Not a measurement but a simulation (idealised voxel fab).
This is a process module. Its name is voxel wiring stack.
Displayed cross-section: cut, width of 290 nm, square cells sized 5 nm.
How to read a cross-section here: the picture is a grid of square cells, written as bands going from the top down, and any band can span one or more rows of cells. Read a band's entry like this: the first values are the height of its top and the height of its bottom in nm, and what follows is the sequence of materials from left to right, each with its width in nm. Note that "empty" is empty space, and that a single material marked "throughout" reaches across the band from edge to edge. Measure heights from 0. That's the level where, below it, the as-received wafer is all one material. The lowest band is bottomless and extends downward; write it as in "0 and below". You'd read "30..40" like this: the band's top row of cells is as wide as the first number, its bottom row is as wide as the second, and going down, every row changes width by the same amount as the row before did. Where the words "remained unchanged" appear for a step, the cross-section shows no cell changed by that step; every cell remained as before. Each empty space that has no open way to the top and spans at least 8 cells appears under "closed voids" as width x height at distance, the distance counted from the left edge, all in nm. Heads up: the bit after the settings on a step's line is the simulator's remark on that step. overlay nm: where the mask lay relative to plan, measured to the right, on steps with a mask; negatives go left.
So here's the lineup of process steps we planned:
1,RECEIVE, material Si
2,CONFORMAL_DEP, material SiO2, thk nm 15
3,DIRECTIONAL_DEP, material TiN, thk nm 5
4,DIRECTIONAL_DEP, material W, thk nm 20
5,DIRECTIONAL_DEP, material aC, thk nm 10
6,PATTERN, tone cover, mask id METAL_1, material resist, width nm 25, pitch nm 45, thk nm 30, overlay nm 0
7,DIRECTIONAL_ETCH, etch materials aC, depth nm 10
8,STRIP, etch materials resist
9,DIRECTIONAL_ETCH, etch materials W, depth nm 20
10,DIRECTIONAL_ETCH, etch materials TiN, depth nm 5
11,STRIP, etch materials aC
12,CONFORMAL_DEP, material SiN, thk nm 5
13,FILL_DEP, material lowk, thk nm 10
14,CMP, height nm 40
15,CONFORMAL_DEP, material SiCN, thk nm 5
16,DIRECTIONAL_DEP, material SiO2, thk nm 20
17,DIRECTIONAL_DEP, material aC, thk nm 10
18,PATTERN, tone open, mask id PLUG_1, material resist, width nm 15, pitch nm 45, thk nm 25, overlay nm 0
19,DIRECTIONAL_ETCH, etch materials aC, depth nm 10
20,STRIP, etch materials resist
21,DIRECTIONAL_ETCH, etch materials SiO2, depth nm 20
22,DIRECTIONAL_ETCH, etch materials SiCN, depth nm 5
23,STRIP, etch materials aC
24,CONFORMAL_DEP, material TiN, thk nm 5
25,FILL_DEP, material Cu, thk nm 5
26,CMP, height nm 65
27,DIRECTIONAL_DEP, material TiN, thk nm 5
28,DIRECTIONAL_DEP, material W, thk nm 15
29,DIRECTIONAL_DEP, material aC, thk nm 10
30,PATTERN, tone cover, mask id METAL_2, material resist, width nm 25, pitch nm 45, thk nm 30, overlay nm 0
31,DIRECTIONAL_ETCH, etch materials aC, depth nm 10
32,STRIP, etch materials resist
33,DIRECTIONAL_ETCH, etch materials W, depth nm 15
34,DIRECTIONAL_ETCH, etch materials TiN, depth nm 5
35,STRIP, etch materials aC
36,CONFORMAL_DEP, material SiCN, thk nm 5
37,FILL_DEP, material SiO2, thk nm 10
38,CMP, height nm 85
39,CONFORMAL_DEP, material SiCN, thk nm 5
40,DIRECTIONAL_DEP, material lowk, thk nm 10
41,MASKED_ETCH, tone open, mask id PLUG_2, width nm 15, pitch nm 45, etch materials lowk, depth nm 10, overlay nm 0
42,MASKED_ETCH, tone open, mask id PLUG_2, width nm 15, pitch nm 45, etch materials SiCN, depth nm 5, overlay nm 0
43,CONFORMAL_DEP, material TiN, thk nm 5
44,FILL_DEP, material W, thk nm 10
45,CMP, height nm 100
46,CONFORMAL_DEP, material SiN, thk nm 5
47,DIRECTIONAL_DEP, material SiO2, thk nm 20
48,PATTERN, tone open, mask id METAL_3, material resist, width nm 25, pitch nm 45, thk nm 20, overlay nm 0
49,DIRECTIONAL_ETCH, etch materials SiO2, depth nm 20
50,DIRECTIONAL_ETCH, etch materials SiN, depth nm 5
51,STRIP, etch materials resist
52,CONFORMAL_DEP, material TiN, thk nm 5
53,FILL_DEP, material Ru, thk nm 10
54,CMP, height nm 125
55,CONFORMAL_DEP, material SiN, thk nm 5
Run as planned: first of two wafers:
As-received wafer cross-section (after step 1):
  0 and below  Si throughout
  closed voids: none
After step 2, in cross-section:
  15 down to 0  SiO2 throughout
  Below a height of 0, the structure has not been altered.
After step 3, in cross-section:
  20 down to 15  TiN throughout
  Below a height of 15, the structure has not been altered.
After step 4, in cross-section:
  40 down to 20  W throughout
  Below a height of 20, the structure has not been altered.
After step 5, in cross-section:
  50 down to 40  aC throughout
  Below a height of 40, the structure has not been altered.
After step 6, in cross-section:
  80 down to 50  empty 85; resist 25; empty 20; resist 25; empty 20; resist 25; empty 90
  Below a height of 50, the structure has not been altered.
After step 7, in cross-section:
  70 down to 50  empty 85; resist 25; empty 20; resist 25; empty 20; resist 25; empty 90
  50 down to 40  empty 85; aC 25; empty 20; aC 25; empty 20; aC 25; empty 90
  Below a height of 40, the structure has not been altered.
After step 8, in cross-section:
  50 down to 40  empty 85; aC 25; empty 20; aC 25; empty 20; aC 25; empty 90
  Below a height of 40, the structure has not been altered.
After step 9, in cross-section:
  50 down to 40  empty 85; aC 25; empty 20; aC 25; empty 20; aC 25; empty 90
  40 down to 20  empty 85; W 25; empty 20; W 25; empty 20; W 25; empty 90
  Below a height of 20, the structure has not been altered.
After step 10, in cross-section:
  50 down to 40  empty 85; aC 25; empty 20; aC 25; empty 20; aC 25; empty 90
  40 down to 20  empty 85; W 25; empty 20; W 25; empty 20; W 25; empty 90
  20 down to 15  empty 85; TiN 25; empty 20; TiN 25; empty 20; TiN 25; empty 90
  Below a height of 15, the structure has not been altered.
After step 11, in cross-section:
  40 down to 20  empty 85; W 25; empty 20; W 25; empty 20; W 25; empty 90
  Below a height of 20, the structure has not been altered.
After step 12, in cross-section:
  45 down to 40  empty 80; SiN 35; empty 10; SiN 35; empty 10; SiN 35; empty 85
  40 down to 20  empty 80; SiN 5; W 25; SiN 5; empty 10; SiN 5; W 25; SiN 5; empty 10; SiN 5; W 25; SiN 5; empty 85
  20 down to 15  SiN 85; TiN 25; SiN 20; TiN 25; SiN 20; TiN 25; SiN 90
  Below a height of 15, the structure has not been altered.
After step 13, in cross-section:
  55 down to 45  lowk throughout
  45 down to 40  lowk 80; SiN 35; lowk 10; SiN 35; lowk 10; SiN 35; lowk 85
  40 down to 20  lowk 80; SiN 5; W 25; SiN 5; lowk 10; SiN 5; W 25; SiN 5; lowk 10; SiN 5; W 25; SiN 5; lowk 85
  Below a height of 20, the structure has not been altered.
After step 14, in cross-section:
  40 down to 20  lowk 80; SiN 5; W 25; SiN 5; lowk 10; SiN 5; W 25; SiN 5; lowk 10; SiN 5; W 25; SiN 5; lowk 85
  Below a height of 20, the structure has not been altered.
After step 15, in cross-section:
  45 down to 40  SiCN throughout
  Below a height of 40, the structure has not been altered.
After step 16, in cross-section:
  65 down to 45  SiO2 throughout
  Below a height of 45, the structure has not been altered.
After step 17, in cross-section:
  75 down to 65  aC throughout
  Below a height of 65, the structure has not been altered.
After step 18, in cross-section:
  100 down to 75  resist 85; empty 15; resist 30; empty 15; resist 30; empty 15; resist 100
  Below a height of 75, the structure has not been altered.
After step 19, in cross-section:
  90 down to 75  resist 85; empty 15; resist 30; empty 15; resist 30; empty 15; resist 100
  75 down to 65  aC 85; empty 15; aC 30; empty 15; aC 30; empty 15; aC 100
  Below a height of 65, the structure has not been altered.
After step 20, in cross-section:
  75 down to 65  aC 85; empty 15; aC 30; empty 15; aC 30; empty 15; aC 100
  Below a height of 65, the structure has not been altered.
After step 21, in cross-section:
  75 down to 65  aC 85; empty 15; aC 30; empty 15; aC 30; empty 15; aC 100
  65 down to 45  SiO2 85; empty 15; SiO2 30; empty 15; SiO2 30; empty 15; SiO2 100
  Below a height of 45, the structure has not been altered.
After step 22, in cross-section:
  75 down to 65  aC 85; empty 15; aC 30; empty 15; aC 30; empty 15; aC 100
  65 down to 45  SiO2 85; empty 15; SiO2 30; empty 15; SiO2 30; empty 15; SiO2 100
  45 down to 40  SiCN 85; empty 15; SiCN 30; empty 15; SiCN 30; empty 15; SiCN 100
  Below a height of 40, the structure has not been altered.
After step 23, in cross-section:
  65 down to 45  SiO2 85; empty 15; SiO2 30; empty 15; SiO2 30; empty 15; SiO2 100
  Below a height of 45, the structure has not been altered.
After step 24, in cross-section:
  70 down to 65  TiN 90; empty 5; TiN 40; empty 5; TiN 40; empty 5; TiN 105
  65 down to 45  SiO2 85; TiN 5; empty 5; TiN 5; SiO2 30; TiN 5; empty 5; TiN 5; SiO2 30; TiN 5; empty 5; TiN 5; SiO2 100
  45 down to 40  SiCN 85; TiN 15; SiCN 30; TiN 15; SiCN 30; TiN 15; SiCN 100
  Below a height of 40, the structure has not been altered.
After step 25, in cross-section:
  75 down to 70  Cu throughout
  70 down to 65  TiN 90; Cu 5; TiN 40; Cu 5; TiN 40; Cu 5; TiN 105
  65 down to 45  SiO2 85; TiN 5; Cu 5; TiN 5; SiO2 30; TiN 5; Cu 5; TiN 5; SiO2 30; TiN 5; Cu 5; TiN 5; SiO2 100
  Below a height of 45, the structure has not been altered.
After step 26, in cross-section:
  65 down to 45  SiO2 85; TiN 5; Cu 5; TiN 5; SiO2 30; TiN 5; Cu 5; TiN 5; SiO2 30; TiN 5; Cu 5; TiN 5; SiO2 100
  Below a height of 45, the structure has not been altered.
After step 27, in cross-section:
  70 down to 65  TiN throughout
  Below a height of 65, the structure has not been altered.
After step 28, in cross-section:
  85 down to 70  W throughout
  Below a height of 70, the structure has not been altered.
After step 29, in cross-section:
  95 down to 85  aC throughout
  Below a height of 85, the structure has not been altered.
After step 30, in cross-section:
  125 down to 95  empty 85; resist 25; empty 20; resist 25; empty 20; resist 25; empty 90
  Below a height of 95, the structure has not been altered.
After step 31, in cross-section:
  115 down to 95  empty 85; resist 25; empty 20; resist 25; empty 20; resist 25; empty 90
  95 down to 85  empty 85; aC 25; empty 20; aC 25; empty 20; aC 25; empty 90
  Below a height of 85, the structure has not been altered.
After step 32, in cross-section:
  95 down to 85  empty 85; aC 25; empty 20; aC 25; empty 20; aC 25; empty 90
  Below a height of 85, the structure has not been altered.
After step 33, in cross-section:
  95 down to 85  empty 85; aC 25; empty 20; aC 25; empty 20; aC 25; empty 90
  85 down to 70  empty 85; W 25; empty 20; W 25; empty 20; W 25; empty 90
  Below a height of 70, the structure has not been altered.
After step 34, in cross-section:
  95 down to 85  empty 85; aC 25; empty 20; aC 25; empty 20; aC 25; empty 90
  85 down to 70  empty 85; W 25; empty 20; W 25; empty 20; W 25; empty 90
  70 down to 65  empty 85; TiN 25; empty 20; TiN 25; empty 20; TiN 25; empty 90
  Below a height of 65, the structure has not been altered.
After step 35, in cross-section:
  85 down to 70  empty 85; W 25; empty 20; W 25; empty 20; W 25; empty 90
  Below a height of 70, the structure has not been altered.
After step 36, in cross-section:
  90 down to 85  empty 80; SiCN 35; empty 10; SiCN 35; empty 10; SiCN 35; empty 85
  85 down to 70  empty 80; SiCN 5; W 25; SiCN 5; empty 10; SiCN 5; W 25; SiCN 5; empty 10; SiCN 5; W 25; SiCN 5; empty 85
  70 down to 65  SiCN 85; TiN 25; SiCN 20; TiN 25; SiCN 20; TiN 25; SiCN 90
  Below a height of 65, the structure has not been altered.
After step 37, in cross-section:
  100 down to 90  SiO2 throughout
  90 down to 85  SiO2 80; SiCN 35; SiO2 10; SiCN 35; SiO2 10; SiCN 35; SiO2 85
  85 down to 70  SiO2 80; SiCN 5; W 25; SiCN 5; SiO2 10; SiCN 5; W 25; SiCN 5; SiO2 10; SiCN 5; W 25; SiCN 5; SiO2 85
  Below a height of 70, the structure has not been altered.
After step 38, in cross-section:
  85 down to 70  SiO2 80; SiCN 5; W 25; SiCN 5; SiO2 10; SiCN 5; W 25; SiCN 5; SiO2 10; SiCN 5; W 25; SiCN 5; SiO2 85
  Below a height of 70, the structure has not been altered.
After step 39, in cross-section:
  90 down to 85  SiCN throughout
  Below a height of 85, the structure has not been altered.
After step 40, in cross-section:
  100 down to 90  lowk throughout
  Below a height of 90, the structure has not been altered.
After step 41, in cross-section:
  100 down to 90  lowk 85; empty 15; lowk 30; empty 15; lowk 30; empty 15; lowk 100
  Below a height of 90, the structure has not been altered.
After step 42, in cross-section:
  100 down to 90  lowk 85; empty 15; lowk 30; empty 15; lowk 30; empty 15; lowk 100
  90 down to 85  SiCN 85; empty 15; SiCN 30; empty 15; SiCN 30; empty 15; SiCN 100
  Below a height of 85, the structure has not been altered.
After step 43, in cross-section:
  105 down to 100  TiN 90; empty 5; TiN 40; empty 5; TiN 40; empty 5; TiN 105
  100 down to 90  lowk 85; TiN 5; empty 5; TiN 5; lowk 30; TiN 5; empty 5; TiN 5; lowk 30; TiN 5; empty 5; TiN 5; lowk 100
  90 down to 85  SiCN 85; TiN 15; SiCN 30; TiN 15; SiCN 30; TiN 15; SiCN 100
  Below a height of 85, the structure has not been altered.
After step 44, in cross-section:
  115 down to 105  W throughout
  105 down to 100  TiN 90; W 5; TiN 40; W 5; TiN 40; W 5; TiN 105
  100 down to 90  lowk 85; TiN 5; W 5; TiN 5; lowk 30; TiN 5; W 5; TiN 5; lowk 30; TiN 5; W 5; TiN 5; lowk 100
  Below a height of 90, the structure has not been altered.
After step 45, in cross-section:
  100 down to 90  lowk 85; TiN 5; W 5; TiN 5; lowk 30; TiN 5; W 5; TiN 5; lowk 30; TiN 5; W 5; TiN 5; lowk 100
  Below a height of 90, the structure has not been altered.
After step 46, in cross-section:
  105 down to 100  SiN throughout
  Below a height of 100, the structure has not been altered.
After step 47, in cross-section:
  125 down to 105  SiO2 throughout
  Below a height of 105, the structure has not been altered.
After step 48, in cross-section:
  145 down to 125  resist 85; empty 25; resist 20; empty 25; resist 20; empty 25; resist 90
  Below a height of 125, the structure has not been altered.
After step 49, in cross-section:
  145 down to 125  resist 85; empty 25; resist 20; empty 25; resist 20; empty 25; resist 90
  125 down to 105  SiO2 85; empty 25; SiO2 20; empty 25; SiO2 20; empty 25; SiO2 90
  Below a height of 105, the structure has not been altered.
After step 50, in cross-section:
  145 down to 125  resist 85; empty 25; resist 20; empty 25; resist 20; empty 25; resist 90
  125 down to 105  SiO2 85; empty 25; SiO2 20; empty 25; SiO2 20; empty 25; SiO2 90
  105 down to 100  SiN 85; empty 25; SiN 20; empty 25; SiN 20; empty 25; SiN 90
  Below a height of 100, the structure has not been altered.
After step 51, in cross-section:
  125 down to 105  SiO2 85; empty 25; SiO2 20; empty 25; SiO2 20; empty 25; SiO2 90
  Below a height of 105, the structure has not been altered.
After step 52, in cross-section:
  130 down to 125  TiN 90; empty 15; TiN 30; empty 15; TiN 30; empty 15; TiN 95
  125 down to 105  SiO2 85; TiN 5; empty 15; TiN 5; SiO2 20; TiN 5; empty 15; TiN 5; SiO2 20; TiN 5; empty 15; TiN 5; SiO2 90
  105 down to 100  SiN 85; TiN 25; SiN 20; TiN 25; SiN 20; TiN 25; SiN 90
  Below a height of 100, the structure has not been altered.
After step 53, in cross-section:
  140 down to 130  Ru throughout
  130 down to 125  TiN 90; Ru 15; TiN 30; Ru 15; TiN 30; Ru 15; TiN 95
  125 down to 105  SiO2 85; TiN 5; Ru 15; TiN 5; SiO2 20; TiN 5; Ru 15; TiN 5; SiO2 20; TiN 5; Ru 15; TiN 5; SiO2 90
  Below a height of 105, the structure has not been altered.
After step 54, in cross-section:
  125 down to 105  SiO2 85; TiN 5; Ru 15; TiN 5; SiO2 20; TiN 5; Ru 15; TiN 5; SiO2 20; TiN 5; Ru 15; TiN 5; SiO2 90
  Below a height of 105, the structure has not been altered.
After step 55, in cross-section:
  130 down to 125  SiN throughout
  Below a height of 125, the structure has not been altered.
Second wafer, same starting state and plan as the first, one mistake in the run, identical through step 1:
Here is the second wafer in cross-section at the point where step 2 of the plan should have been done:
  30 down to 0  SiO2 throughout
  Below a height of 0, the structure has not been altered.
Here is the second wafer in cross-section at the point where step 3 of the plan should have been done:
  35 down to 30  TiN throughout
  Below a height of 30, the structure has not been altered.
Here is the second wafer in cross-section at the point where step 4 of the plan should have been done:
  55 down to 35  W throughout
  Below a height of 35, the structure has not been altered.
Here is the second wafer in cross-section at the point where step 5 of the plan should have been done:
  65 down to 55  aC throughout
  Below a height of 55, the structure has not been altered.
Here is the second wafer in cross-section at the point where step 6 of the plan should have been done:
  95 down to 65  empty 85; resist 25; empty 20; resist 25; empty 20; resist 25; empty 90
  Below a height of 65, the structure has not been altered.
Here is the second wafer in cross-section at the point where step 7 of the plan should have been done:
  85 down to 65  empty 85; resist 25; empty 20; resist 25; empty 20; resist 25; empty 90
  65 down to 55  empty 85; aC 25; empty 20; aC 25; empty 20; aC 25; empty 90
  Below a height of 55, the structure has not been altered.
Here is the second wafer in cross-section at the point where step 8 of the plan should have been done:
  65 down to 55  empty 85; aC 25; empty 20; aC 25; empty 20; aC 25; empty 90
  Below a height of 55, the structure has not been altered.
Here is the second wafer in cross-section at the point where step 9 of the plan should have been done:
  65 down to 55  empty 85; aC 25; empty 20; aC 25; empty 20; aC 25; empty 90
  55 down to 35  empty 85; W 25; empty 20; W 25; empty 20; W 25; empty 90
  Below a height of 35, the structure has not been altered.
Here is the second wafer in cross-section at the point where step 10 of the plan should have been done:
  65 down to 55  empty 85; aC 25; empty 20; aC 25; empty 20; aC 25; empty 90
  55 down to 35  empty 85; W 25; empty 20; W 25; empty 20; W 25; empty 90
  35 down to 30  empty 85; TiN 25; empty 20; TiN 25; empty 20; TiN 25; empty 90
  Below a height of 30, the structure has not been altered.
Here is the second wafer in cross-section at the point where step 11 of the plan should have been done:
  55 down to 35  empty 85; W 25; empty 20; W 25; empty 20; W 25; empty 90
  Below a height of 35, the structure has not been altered.
Here is the second wafer in cross-section at the point where step 12 of the plan should have been done:
  60 down to 55  empty 80; SiN 35; empty 10; SiN 35; empty 10; SiN 35; empty 85
  55 down to 35  empty 80; SiN 5; W 25; SiN 5; empty 10; SiN 5; W 25; SiN 5; empty 10; SiN 5; W 25; SiN 5; empty 85
  35 down to 30  SiN 85; TiN 25; SiN 20; TiN 25; SiN 20; TiN 25; SiN 90
  Below a height of 30, the structure has not been altered.
Here is the second wafer in cross-section at the point where step 13 of the plan should have been done:
  70 down to 60  lowk throughout
  60 down to 55  lowk 80; SiN 35; lowk 10; SiN 35; lowk 10; SiN 35; lowk 85
  55 down to 35  lowk 80; SiN 5; W 25; SiN 5; lowk 10; SiN 5; W 25; SiN 5; lowk 10; SiN 5; W 25; SiN 5; lowk 85
  Below a height of 35, the structure has not been altered.
Here is the second wafer in cross-section at the point where step 14 of the plan should have been done:
  40 down to 35  lowk 80; SiN 5; W 25; SiN 5; lowk 10; SiN 5; W 25; SiN 5; lowk 10; SiN 5; W 25; SiN 5; lowk 85
  Below a height of 35, the structure has not been altered.
Here is the second wafer in cross-section at the point where step 15 of the plan should have been done:
  45 down to 40  SiCN throughout
  Below a height of 40, the structure has not been altered.
Here is the second wafer in cross-section at the point where step 16 of the plan should have been done:
  65 down to 45  SiO2 throughout
  Below a height of 45, the structure has not been altered.
Here is the second wafer in cross-section at the point where step 17 of the plan should have been done:
  75 down to 65  aC throughout
  Below a height of 65, the structure has not been altered.
Here is the second wafer in cross-section at the point where step 18 of the plan should have been done:
  100 down to 75  resist 85; empty 15; resist 30; empty 15; resist 30; empty 15; resist 100
  Below a height of 75, the structure has not been altered.
Here is the second wafer in cross-section at the point where step 19 of the plan should have been done:
  90 down to 75  resist 85; empty 15; resist 30; empty 15; resist 30; empty 15; resist 100
  75 down to 65  aC 85; empty 15; aC 30; empty 15; aC 30; empty 15; aC 100
  Below a height of 65, the structure has not been altered.
Here is the second wafer in cross-section at the point where step 20 of the plan should have been done:
  75 down to 65  aC 85; empty 15; aC 30; empty 15; aC 30; empty 15; aC 100
  Below a height of 65, the structure has not been altered.
Here is the second wafer in cross-section at the point where step 21 of the plan should have been done:
  75 down to 65  aC 85; empty 15; aC 30; empty 15; aC 30; empty 15; aC 100
  65 down to 45  SiO2 85; empty 15; SiO2 30; empty 15; SiO2 30; empty 15; SiO2 100
  Below a height of 45, the structure has not been altered.
Here is the second wafer in cross-section at the point where step 22 of the plan should have been done:
  75 down to 65  aC 85; empty 15; aC 30; empty 15; aC 30; empty 15; aC 100
  65 down to 45  SiO2 85; empty 15; SiO2 30; empty 15; SiO2 30; empty 15; SiO2 100
  45 down to 40  SiCN 85; empty 15; SiCN 30; empty 15; SiCN 30; empty 15; SiCN 100
  Below a height of 40, the structure has not been altered.
Here is the second wafer in cross-section at the point where step 23 of the plan should have been done:
  65 down to 45  SiO2 85; empty 15; SiO2 30; empty 15; SiO2 30; empty 15; SiO2 100
  Below a height of 45, the structure has not been altered.
Here is the second wafer in cross-section at the point where step 24 of the plan should have been done:
  70 down to 65  TiN 90; empty 5; TiN 40; empty 5; TiN 40; empty 5; TiN 105
  65 down to 45  SiO2 85; TiN 5; empty 5; TiN 5; SiO2 30; TiN 5; empty 5; TiN 5; SiO2 30; TiN 5; empty 5; TiN 5; SiO2 100
  45 down to 40  SiCN 85; TiN 15; SiCN 30; TiN 15; SiCN 30; TiN 15; SiCN 100
  Below a height of 40, the structure has not been altered.
Here is the second wafer in cross-section at the point where step 25 of the plan should have been done:
  75 down to 70  Cu throughout
  70 down to 65  TiN 90; Cu 5; TiN 40; Cu 5; TiN 40; Cu 5; TiN 105
  65 down to 45  SiO2 85; TiN 5; Cu 5; TiN 5; SiO2 30; TiN 5; Cu 5; TiN 5; SiO2 30; TiN 5; Cu 5; TiN 5; SiO2 100
  Below a height of 45, the structure has not been altered.
Here is the second wafer in cross-section at the point where step 26 of the plan should have been done:
  65 down to 45  SiO2 85; TiN 5; Cu 5; TiN 5; SiO2 30; TiN 5; Cu 5; TiN 5; SiO2 30; TiN 5; Cu 5; TiN 5; SiO2 100
  Below a height of 45, the structure has not been altered.
Here is the second wafer in cross-section at the point where step 27 of the plan should have been done:
  70 down to 65  TiN throughout
  Below a height of 65, the structure has not been altered.
Here is the second wafer in cross-section at the point where step 28 of the plan should have been done:
  85 down to 70  W throughout
  Below a height of 70, the structure has not been altered.
Here is the second wafer in cross-section at the point where step 29 of the plan should have been done:
  95 down to 85  aC throughout
  Below a height of 85, the structure has not been altered.
Here is the second wafer in cross-section at the point where step 30 of the plan should have been done:
  125 down to 95  empty 85; resist 25; empty 20; resist 25; empty 20; resist 25; empty 90
  Below a height of 95, the structure has not been altered.
Here is the second wafer in cross-section at the point where step 31 of the plan should have been done:
  115 down to 95  empty 85; resist 25; empty 20; resist 25; empty 20; resist 25; empty 90
  95 down to 85  empty 85; aC 25; empty 20; aC 25; empty 20; aC 25; empty 90
  Below a height of 85, the structure has not been altered.
Here is the second wafer in cross-section at the point where step 32 of the plan should have been done:
  95 down to 85  empty 85; aC 25; empty 20; aC 25; empty 20; aC 25; empty 90
  Below a height of 85, the structure has not been altered.
Here is the second wafer in cross-section at the point where step 33 of the plan should have been done:
  95 down to 85  empty 85; aC 25; empty 20; aC 25; empty 20; aC 25; empty 90
  85 down to 70  empty 85; W 25; empty 20; W 25; empty 20; W 25; empty 90
  Below a height of 70, the structure has not been altered.
Here is the second wafer in cross-section at the point where step 34 of the plan should have been done:
  95 down to 85  empty 85; aC 25; empty 20; aC 25; empty 20; aC 25; empty 90
  85 down to 70  empty 85; W 25; empty 20; W 25; empty 20; W 25; empty 90
  70 down to 65  empty 85; TiN 25; empty 20; TiN 25; empty 20; TiN 25; empty 90
  Below a height of 65, the structure has not been altered.
Here is the second wafer in cross-section at the point where step 35 of the plan should have been done:
  85 down to 70  empty 85; W 25; empty 20; W 25; empty 20; W 25; empty 90
  Below a height of 70, the structure has not been altered.
Here is the second wafer in cross-section at the point where step 36 of the plan should have been done:
  90 down to 85  empty 80; SiCN 35; empty 10; SiCN 35; empty 10; SiCN 35; empty 85
  85 down to 70  empty 80; SiCN 5; W 25; SiCN 5; empty 10; SiCN 5; W 25; SiCN 5; empty 10; SiCN 5; W 25; SiCN 5; empty 85
  70 down to 65  SiCN 85; TiN 25; SiCN 20; TiN 25; SiCN 20; TiN 25; SiCN 90
  Below a height of 65, the structure has not been altered.
Here is the second wafer in cross-section at the point where step 37 of the plan should have been done:
  100 down to 90  SiO2 throughout
  90 down to 85  SiO2 80; SiCN 35; SiO2 10; SiCN 35; SiO2 10; SiCN 35; SiO2 85
  85 down to 70  SiO2 80; SiCN 5; W 25; SiCN 5; SiO2 10; SiCN 5; W 25; SiCN 5; SiO2 10; SiCN 5; W 25; SiCN 5; SiO2 85
  Below a height of 70, the structure has not been altered.
Here is the second wafer in cross-section at the point where step 38 of the plan should have been done:
  85 down to 70  SiO2 80; SiCN 5; W 25; SiCN 5; SiO2 10; SiCN 5; W 25; SiCN 5; SiO2 10; SiCN 5; W 25; SiCN 5; SiO2 85
  Below a height of 70, the structure has not been altered.
Here is the second wafer in cross-section at the point where step 39 of the plan should have been done:
  90 down to 85  SiCN throughout
  Below a height of 85, the structure has not been altered.
Here is the second wafer in cross-section at the point where step 40 of the plan should have been done:
  100 down to 90  lowk throughout
  Below a height of 90, the structure has not been altered.
Here is the second wafer in cross-section at the point where step 41 of the plan should have been done:
  100 down to 90  lowk 85; empty 15; lowk 30; empty 15; lowk 30; empty 15; lowk 100
  Below a height of 90, the structure has not been altered.
Here is the second wafer in cross-section at the point where step 42 of the plan should have been done:
  100 down to 90  lowk 85; empty 15; lowk 30; empty 15; lowk 30; empty 15; lowk 100
  90 down to 85  SiCN 85; empty 15; SiCN 30; empty 15; SiCN 30; empty 15; SiCN 100
  Below a height of 85, the structure has not been altered.
Here is the second wafer in cross-section at the point where step 43 of the plan should have been done:
  105 down to 100  TiN 90; empty 5; TiN 40; empty 5; TiN 40; empty 5; TiN 105
  100 down to 90  lowk 85; TiN 5; empty 5; TiN 5; lowk 30; TiN 5; empty 5; TiN 5; lowk 30; TiN 5; empty 5; TiN 5; lowk 100
  90 down to 85  SiCN 85; TiN 15; SiCN 30; TiN 15; SiCN 30; TiN 15; SiCN 100
  Below a height of 85, the structure has not been altered.
Here is the second wafer in cross-section at the point where step 44 of the plan should have been done:
  115 down to 105  W throughout
  105 down to 100  TiN 90; W 5; TiN 40; W 5; TiN 40; W 5; TiN 105
  100 down to 90  lowk 85; TiN 5; W 5; TiN 5; lowk 30; TiN 5; W 5; TiN 5; lowk 30; TiN 5; W 5; TiN 5; lowk 100
  Below a height of 90, the structure has not been altered.
Here is the second wafer in cross-section at the point where step 45 of the plan should have been done:
  100 down to 90  lowk 85; TiN 5; W 5; TiN 5; lowk 30; TiN 5; W 5; TiN 5; lowk 30; TiN 5; W 5; TiN 5; lowk 100
  Below a height of 90, the structure has not been altered.
Here is the second wafer in cross-section at the point where step 46 of the plan should have been done:
  105 down to 100  SiN throughout
  Below a height of 100, the structure has not been altered.
Here is the second wafer in cross-section at the point where step 47 of the plan should have been done:
  125 down to 105  SiO2 throughout
  Below a height of 105, the structure has not been altered.
Here is the second wafer in cross-section at the point where step 48 of the plan should have been done:
  145 down to 125  resist 85; empty 25; resist 20; empty 25; resist 20; empty 25; resist 90
  Below a height of 125, the structure has not been altered.
Here is the second wafer in cross-section at the point where step 49 of the plan should have been done:
  145 down to 125  resist 85; empty 25; resist 20; empty 25; resist 20; empty 25; resist 90
  125 down to 105  SiO2 85; empty 25; SiO2 20; empty 25; SiO2 20; empty 25; SiO2 90
  Below a height of 105, the structure has not been altered.
Here is the second wafer in cross-section at the point where step 50 of the plan should have been done:
  145 down to 125  resist 85; empty 25; resist 20; empty 25; resist 20; empty 25; resist 90
  125 down to 105  SiO2 85; empty 25; SiO2 20; empty 25; SiO2 20; empty 25; SiO2 90
  105 down to 100  SiN 85; empty 25; SiN 20; empty 25; SiN 20; empty 25; SiN 90
  Below a height of 100, the structure has not been altered.
Here is the second wafer in cross-section at the point where step 51 of the plan should have been done:
  125 down to 105  SiO2 85; empty 25; SiO2 20; empty 25; SiO2 20; empty 25; SiO2 90
  Below a height of 105, the structure has not been altered.
Here is the second wafer in cross-section at the point where step 52 of the plan should have been done:
  130 down to 125  TiN 90; empty 15; TiN 30; empty 15; TiN 30; empty 15; TiN 95
  125 down to 105  SiO2 85; TiN 5; empty 15; TiN 5; SiO2 20; TiN 5; empty 15; TiN 5; SiO2 20; TiN 5; empty 15; TiN 5; SiO2 90
  105 down to 100  SiN 85; TiN 25; SiN 20; TiN 25; SiN 20; TiN 25; SiN 90
  Below a height of 100, the structure has not been altered.
Here is the second wafer in cross-section at the point where step 53 of the plan should have been done:
  140 down to 130  Ru throughout
  130 down to 125  TiN 90; Ru 15; TiN 30; Ru 15; TiN 30; Ru 15; TiN 95
  125 down to 105  SiO2 85; TiN 5; Ru 15; TiN 5; SiO2 20; TiN 5; Ru 15; TiN 5; SiO2 20; TiN 5; Ru 15; TiN 5; SiO2 90
  Below a height of 105, the structure has not been altered.
Here is the second wafer in cross-section at the point where step 54 of the plan should have been done:
  125 down to 105  SiO2 85; TiN 5; Ru 15; TiN 5; SiO2 20; TiN 5; Ru 15; TiN 5; SiO2 20; TiN 5; Ru 15; TiN 5; SiO2 90
  Below a height of 105, the structure has not been altered.
Here is the second wafer in cross-section at the point where step 55 of the plan should have been done:
  130 down to 125  SiN throughout
  Below a height of 125, the structure has not been altered.
Here's what went sideways: plan step 2 was conducted twice
The second wafer ends with more or fewer cells of some materials than the first, per final count: 18 fewer of SiN, 174 more of SiO2, 45 fewer of W, 111 fewer of lowk
